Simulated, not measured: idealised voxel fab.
Herein follows the process module entitled voxel self aligned vias.
Cross-section cut spans 270 nm and uses square cells 5 nm in size.
Think of the cross-section as a grid of square cells. We describe it in bands, top to bottom, and each band covers one or more rows of those cells.
Per band: top height and bottom height in nm, followed by the left-to-right materials and their widths in nm; "throughout" marks a single material spanning edge to edge, "air" marks empty space.
The reference from which all heights are counted is 0, the level beneath which the as-received wafer is entirely one material; the lowest band, having no lower bound, proceeds downward and is written after the example "from 0 down".
Quick explanation for "30->40": the width changes in equal steps down the rows of cells, from the first number in the band's top row to the second number in its bottom row.
"changes: none" after a step means that no cell of the cross-section changed.
Basically, "Closed internal voids" tells you about the enclosed voids: empty spaces with no open way to the top, 8 cells or bigger, each written width x height at distance, where distance is from the left edge, all in nm.
Past the settings on a step's line: simulator remark, on that step.
overlay nm: mask offset rightward from planned place, masked step; negative means leftward offset.
## This section lists the process steps that were planned
1. op RECEIVE | material Si
2. op CONFORMAL_DEP | material SiO2 | thk nm 15
3. op CONFORMAL_DEP | material SiCN | thk nm 5
4. op DIRECTIONAL_DEP | material SiO2 | thk nm 30
5. op PATTERN | tone open | mask id LINES | material resist | width nm 25 | pitch nm 50 | thk nm 15 | overlay nm 0
6. op DIRECTIONAL_ETCH | etch materials SiO2 | depth nm 30
7. op STRIP | etch materials resist
8. op CONFORMAL_DEP | material TiN | thk nm 5
9. op FILL_DEP | material Ru | thk nm 10
10. op CMP | height nm 50
11. op SELECTIVE_ETCH | etch materials W Ru TiN | depth nm 5
12. op FILL_DEP | material SiN | thk nm 5
13. op CMP | height nm 50
14. op DIRECTIONAL_DEP | material SiO2 | thk nm 20
15. op MASKED_ETCH | tone open | mask id VIAS | width nm 25 | pitch nm 100 | etch materials SiO2 | depth nm 20 | overlay nm 0
16. op MASKED_ETCH | tone open | mask id VIAS | width nm 35 | pitch nm 100 | etch materials SiN | depth nm 5 | overlay nm 0
17. op CONFORMAL_DEP | material TiN | thk nm 5
18. op FILL_DEP | material Cu | thk nm 5
19. op CMP | height nm 70
20. op CONFORMAL_DEP | material SiN | thk nm 5
varied across the wafers: width nm of step 15. The plan shows the first wafer's value. All wafers start alike
## Received wafers, first of several: cross-section after step 1
* from 0 down: Si throughout
* Closed internal voids: none
## Once step 20, the last step, is complete, the module is at its end; this is the cross-section of the first of several wafers
* from 75 to 70: SiN throughout
* from 70 to 50: SiO2=70, then TiN=5, then Cu=15, then TiN=5, then SiO2=75, then TiN=5, then Cu=15, then TiN=5, then SiO2=75
* from 50 to 45: SiO2=70, then TiN=25, then SiO2=25, then SiN=25, then SiO2=25, then TiN=25, then SiO2=75
* from 45 to 25: SiO2=70, then TiN=5, then Ru=15, then TiN=5, then SiO2=25, then TiN=5, then Ru=15, then TiN=5, then SiO2=25, then TiN=5, then Ru=15, then TiN=5, then SiO2=75
* from 25 to 20: SiO2=70, then TiN=25, then SiO2=25, then TiN=25, then SiO2=25, then TiN=25, then SiO2=75
* from 20 to 15: SiCN throughout
* from 15 to 0: SiO2 throughout
* from 0 down: Si throughout
* Closed internal voids: none
## last wafer at the end
* from 75 to 70: SiN throughout
* from 70 to 55: SiO2=60, then TiN=5, then Cu=40, then TiN=5, then SiO2=50, then TiN=5, then Cu=40, then TiN=5, then SiO2=60
* from 55 to 50: SiO2=60, then TiN=15, then Cu=15, then TiN=20, then SiO2=50, then TiN=15, then Cu=15, then TiN=20, then SiO2=60
* from 50 to 45: SiO2=70, then TiN=25, then SiO2=25, then SiN=25, then SiO2=25, then TiN=25, then SiO2=75
* from 45 to 25: SiO2=70, then TiN=5, then Ru=15, then TiN=5, then SiO2=25, then TiN=5, then Ru=15, then TiN=5, then SiO2=25, then TiN=5, then Ru=15, then TiN=5, then SiO2=75
* from 25 to 20: SiO2=70, then TiN=25, then SiO2=25, then TiN=25, then SiO2=25, then TiN=25, then SiO2=75
* from 20 to 15: SiCN throughout
* from 15 to 0: SiO2 throughout
* from 0 down: Si throughout
* Closed internal voids: none
## Rows = wafers. At module end, each row lists per material the cells gained (+) or lost (-) since the wafer was received, then the closed voids
width nm 25 | +24 Cu | +36 Ru | +54 SiCN | +59 SiN | +572 SiO2 | +65 TiN | Closed internal voids: none
width nm 30 | +30 Cu | +36 Ru | +54 SiCN | +59 SiN | +564 SiO2 | +67 TiN | Closed internal voids: none
width nm 35 | +36 Cu | +36 Ru | +54 SiCN | +59 SiN | +556 SiO2 | +69 TiN | Closed internal voids: none
width nm 40 | +42 Cu | +36 Ru | +54 SiCN | +59 SiN | +548 SiO2 | +71 TiN | Closed internal voids: none
width nm 45 | +48 Cu | +36 Ru | +54 SiCN | +59 SiN | +540 SiO2 | +73 TiN | Closed internal voids: none
width nm 50 | +54 Cu | +36 Ru | +54 SiCN | +59 SiN | +532 SiO2 | +75 TiN | Closed internal voids: none
